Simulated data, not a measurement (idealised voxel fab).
Process module under the name voxel tone inversion
cross-section cut | 260 nm wide | cells 5 nm
Bands, listed from the top down, are how a cross-section gets written in this document; the cross-section itself is a grid of square cells, and a band is one or more rows of them. Band: top and bottom heights (nm) first, top before bottom; then materials from left to right, widths in nm. "throughout" marks a sole material filling the band edge to edge. "air" denotes empty space. Height is counted from the level 0, under which the received wafer is composed throughout of one material. The lowest of the bands is not closed at the bottom but continues downward, in the notation "0 -> down". So if you see something like "30->40" for the width, read it as the top row of the band sitting at the first number and the bottom row at the second, with every row in between moving by the same amount as the last. It should be understood that the words "no modifications", when stated for a given step, signify that the cross-section underwent no change in any of its cells during that step. Entry "Enclosed internal cavities" = empty spaces >= 8 cells with no open way to the top; each as width x height at distance, distance from left edge, all nm. Post-settings text on a step line: simulator's own remark regarding the step. overlay nm: where the mask lay relative to plan, measured to the right, on steps with a mask; negatives go left.
THESE ARE THE STEPS WE PLANNED FOR THE PROCESS
| 1 | RECEIVE with material Si |
| 2 | CONFORMAL_DEP with material SiCN, thk nm 5 |
| 3 | DIRECTIONAL_DEP with material polySi, thk nm 20 |
| 4 | PATTERN with tone cover, mask id POSTS, material resist, width nm 20, pitch nm 40, thk nm 25, overlay nm 0 |
| 5 | DIRECTIONAL_ETCH with etch materials polySi, depth nm 20 |
| 6 | STRIP with etch materials resist |
| 7 | FILL_DEP with material lowk, thk nm 10 |
| 8 | CMP with height nm 25 |
| 9 | STRIP with etch materials polySi |
| 10 | CONFORMAL_DEP with material TiN, thk nm 5 |
| 11 | FILL_DEP with material W, thk nm 5 |
| 12 | CMP with height nm 25 |
| 13 | CONFORMAL_DEP with material SiN, thk nm 5 |
WHAT FOLLOWS COVERS THE FIRST OF TWO WAFERS; IT RAN AS PLANNED
AS RECEIVED (POST STEP 1): CROSS-SECTION
0 -> down  Si throughout
Enclosed internal cavities: none
THE FOLLOWING CROSS-SECTION DEPICTS THE WAFER UPON COMPLETION OF STEP 2
5 -> 0  SiCN throughout
below 0: unchanged
THE FOLLOWING CROSS-SECTION DEPICTS THE WAFER UPON COMPLETION OF STEP 3
25 -> 5  polySi throughout
below 5: unchanged
THE FOLLOWING CROSS-SECTION DEPICTS THE WAFER UPON COMPLETION OF STEP 4
50 -> 25  air: 100; resist: 20; air: 20; resist: 20; air: 100
below 25: unchanged
THE FOLLOWING CROSS-SECTION DEPICTS THE WAFER UPON COMPLETION OF STEP 5
50 -> 25  air: 100; resist: 20; air: 20; resist: 20; air: 100
25 -> 5  air: 100; polySi: 20; air: 20; polySi: 20; air: 100
below 5: unchanged
THE FOLLOWING CROSS-SECTION DEPICTS THE WAFER UPON COMPLETION OF STEP 6
25 -> 5  air: 100; polySi: 20; air: 20; polySi: 20; air: 100
below 5: unchanged
THE FOLLOWING CROSS-SECTION DEPICTS THE WAFER UPON COMPLETION OF STEP 7
35 -> 25  lowk throughout
25 -> 5  lowk: 100; polySi: 20; lowk: 20; polySi: 20; lowk: 100
below 5: unchanged
THE FOLLOWING CROSS-SECTION DEPICTS THE WAFER UPON COMPLETION OF STEP 8
25 -> 5  lowk: 100; polySi: 20; lowk: 20; polySi: 20; lowk: 100
below 5: unchanged
THE FOLLOWING CROSS-SECTION DEPICTS THE WAFER UPON COMPLETION OF STEP 9
25 -> 5  lowk: 100; air: 20; lowk: 20; air: 20; lowk: 100
below 5: unchanged
THE FOLLOWING CROSS-SECTION DEPICTS THE WAFER UPON COMPLETION OF STEP 10
30 -> 25  TiN: 105; air: 10; TiN: 30; air: 10; TiN: 105
25 -> 10  lowk: 100; TiN: 5; air: 10; TiN: 5; lowk: 20; TiN: 5; air: 10; TiN: 5; lowk: 100
10 -> 5  lowk: 100; TiN: 20; lowk: 20; TiN: 20; lowk: 100
below 5: unchanged
THE FOLLOWING CROSS-SECTION DEPICTS THE WAFER UPON COMPLETION OF STEP 11
35 -> 30  W throughout
30 -> 25  TiN: 105; W: 10; TiN: 30; W: 10; TiN: 105
25 -> 10  lowk: 100; TiN: 5; W: 10; TiN: 5; lowk: 20; TiN: 5; W: 10; TiN: 5; lowk: 100
below 10: unchanged
THE FOLLOWING CROSS-SECTION DEPICTS THE WAFER UPON COMPLETION OF STEP 12
25 -> 10  lowk: 100; TiN: 5; W: 10; TiN: 5; lowk: 20; TiN: 5; W: 10; TiN: 5; lowk: 100
below 10: unchanged
THE FOLLOWING CROSS-SECTION DEPICTS THE WAFER UPON COMPLETION OF STEP 13
30 -> 25  SiN throughout
below 25: unchanged
COMPANION WAFER, THE SECOND OF TWO: SAME BEGINNING, SAME INTENDED SEQUENCE, ONE MISTAKE IN CARRYING IT OUT; THROUGH STEP 3 INCLUSIVE IT TRACKS THE FIRST EXACTLY
HERE IS THE SECOND WAFER IN CROSS-SECTION AT THE POINT WHERE STEP 4 OF THE PLAN SHOULD HAVE BEEN DONE
50 -> 25  air: 105; resist: 15; air: 25; resist: 15; air: 100
below 25: unchanged
HERE IS THE SECOND WAFER IN CROSS-SECTION AT THE POINT WHERE STEP 5 OF THE PLAN SHOULD HAVE BEEN DONE
50 -> 25  air: 105; resist: 15; air: 25; resist: 15; air: 100
25 -> 5  air: 105; polySi: 15; air: 25; polySi: 15; air: 100
below 5: unchanged
HERE IS THE SECOND WAFER IN CROSS-SECTION AT THE POINT WHERE STEP 6 OF THE PLAN SHOULD HAVE BEEN DONE
25 -> 5  air: 105; polySi: 15; air: 25; polySi: 15; air: 100
below 5: unchanged
HERE IS THE SECOND WAFER IN CROSS-SECTION AT THE POINT WHERE STEP 7 OF THE PLAN SHOULD HAVE BEEN DONE
35 -> 25  lowk throughout
25 -> 5  lowk: 105; polySi: 15; lowk: 25; polySi: 15; lowk: 100
below 5: unchanged
HERE IS THE SECOND WAFER IN CROSS-SECTION AT THE POINT WHERE STEP 8 OF THE PLAN SHOULD HAVE BEEN DONE
25 -> 5  lowk: 105; polySi: 15; lowk: 25; polySi: 15; lowk: 100
below 5: unchanged
HERE IS THE SECOND WAFER IN CROSS-SECTION AT THE POINT WHERE STEP 9 OF THE PLAN SHOULD HAVE BEEN DONE
25 -> 5  lowk: 105; air: 15; lowk: 25; air: 15; lowk: 100
below 5: unchanged
HERE IS THE SECOND WAFER IN CROSS-SECTION AT THE POINT WHERE STEP 10 OF THE PLAN SHOULD HAVE BEEN DONE
30 -> 25  TiN: 110; air: 5; TiN: 35; air: 5; TiN: 105
25 -> 10  lowk: 105; TiN: 5; air: 5; TiN: 5; lowk: 25; TiN: 5; air: 5; TiN: 5; lowk: 100
10 -> 5  lowk: 105; TiN: 15; lowk: 25; TiN: 15; lowk: 100
below 5: unchanged
HERE IS THE SECOND WAFER IN CROSS-SECTION AT THE POINT WHERE STEP 11 OF THE PLAN SHOULD HAVE BEEN DONE
35 -> 30  W throughout
30 -> 25  TiN: 110; W: 5; TiN: 35; W: 5; TiN: 105
25 -> 10  lowk: 105; TiN: 5; W: 5; TiN: 5; lowk: 25; TiN: 5; W: 5; TiN: 5; lowk: 100
below 10: unchanged
HERE IS THE SECOND WAFER IN CROSS-SECTION AT THE POINT WHERE STEP 12 OF THE PLAN SHOULD HAVE BEEN DONE
25 -> 10  lowk: 105; TiN: 5; W: 5; TiN: 5; lowk: 25; TiN: 5; W: 5; TiN: 5; lowk: 100
below 10: unchanged
HERE IS THE SECOND WAFER IN CROSS-SECTION AT THE POINT WHERE STEP 13 OF THE PLAN SHOULD HAVE BEEN DONE
30 -> 25  SiN throughout
below 25: unchanged
What was done differently from what was planned? it should be noted that step 4 was executed with settings other than those planned, the operation and settings actually applied being PATTERN with tone cover, mask id POSTS, material resist, width nm 15, pitch nm 40, thk nm 25, overlay nm 0
At the finish, the second wafer shows more or fewer cells for some materials than the first does: TiN: 2 fewer | W: 6 fewer | lowk: 8 more
